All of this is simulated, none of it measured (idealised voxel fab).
Presented below is a process module, voxel self aligned contacts.
cross-section cut | 270 nm wide | cells 5 nm
Throughout this document, each cross-section is represented as a grid of square cells and is presented as a sequence of bands enumerated from the top downward, where a band comprises one or more rows of cells. It is stipulated that each band's entry specify, in nanometres, the height of the top of the band and then that of its bottom, followed by the materials of the band in left-to-right sequence, each together with its width in nanometres. A single material marked by the word "edge to edge" is understood to fill the band from edge to edge; the word "air" is understood to denote empty space. Measure heights from 0. That's the level where, below it, the as-received wafer is all one material. The lowest band is bottomless and extends downward; write it as in "0 -> down". The expression "30->40" gives the width at the extremes of the band, the first number at its top row of cells and the second at its bottom row, with the width changing by equal amounts from each row to the next in between. "no modification" (step): cross-section cells unchanged, all of them. Entry "Fully sealed cavities" = empty spaces >= 8 cells with no open way to the top; each as width x height at distance, distance from left edge, all nm. What comes after the settings on a step's line is commentary from the simulator itself on that step. overlay nm, on a step with a mask: how far to the right of its planned place the mask lay; to the left if negative.
SO HERE'S THE LINEUP OF PROCESS STEPS WE PLANNED
1 RECEIVE,material Si
2 OXIDIZE,depth nm 5
3 DIRECTIONAL_DEP,material polySi,thk nm 30
4 DIRECTIONAL_DEP,material SiN,thk nm 20
5 DIRECTIONAL_DEP,material aC,thk nm 15
6 PATTERN,tone cover,mask id GATE,material resist,width nm 25,pitch nm 55,thk nm 30,overlay nm 0
7 DIRECTIONAL_ETCH,etch materials aC,depth nm 15
8 STRIP,etch materials resist
9 DIRECTIONAL_ETCH,etch materials SiN,depth nm 20
10 DIRECTIONAL_ETCH,etch materials polySi,depth nm 30
11 STRIP,etch materials aC
12 CONFORMAL_DEP,material SiN,thk nm 5
13 DIRECTIONAL_ETCH,etch materials SiN,depth nm 5
14 FILL_DEP,material SiO2,thk nm 15
15 CMP,height nm 60
16 MASKED_ETCH,tone open,mask id CONTACT,width nm 40,etch materials SiO2,depth nm 65,overlay nm 0
17 CONFORMAL_DEP,material TiN,thk nm 5
18 FILL_DEP,material W,thk nm 5
19 CMP,height nm 60
20 CONFORMAL_DEP,material SiCN,thk nm 5
AS-RECEIVED STATE OF THE WAFER IN CROSS-SECTION, EQUIVALENT TO POST-STEP 1
* 0 -> down  Si edge to edge
* Fully sealed cavities: none
FINAL WAFER PROFILE IN CROSS-SECTION AFTER THE MODULE, FROM THE SAME START AND PLAN AS ABOVE, WITH ONE MISTAKE MADE DURING PROCESSING
* 65 -> 60  SiCN edge to edge
* 60 -> 50  SiO2 (115)  TiN (5->10)  W (30->10)  TiN (5->20)  SiO2 (115)
* 50 -> 30  SiO2 (85)  SiN (35)  TiN (5)  W (10)  TiN (5)  SiN (35)  SiO2 (95)
* 30 -> 0  SiO2 (85)  SiN (5)  polySi (25)  SiN (5)  TiN (5)  W (10)  TiN (5)  SiN (5)  polySi (25)  SiN (5)  SiO2 (95)
* 0 -> -5  SiO2 (120)  TiN (20)  SiO2 (130)
* -5 -> down  Si edge to edge
* Fully sealed cavities: none
So what did we get wrong on this run? step 6 went in with a setting other than planned; the actual run was PATTERN,tone cover,mask id GATE,material resist,width nm 25,pitch nm 55,thk nm 30,overlay nm -5
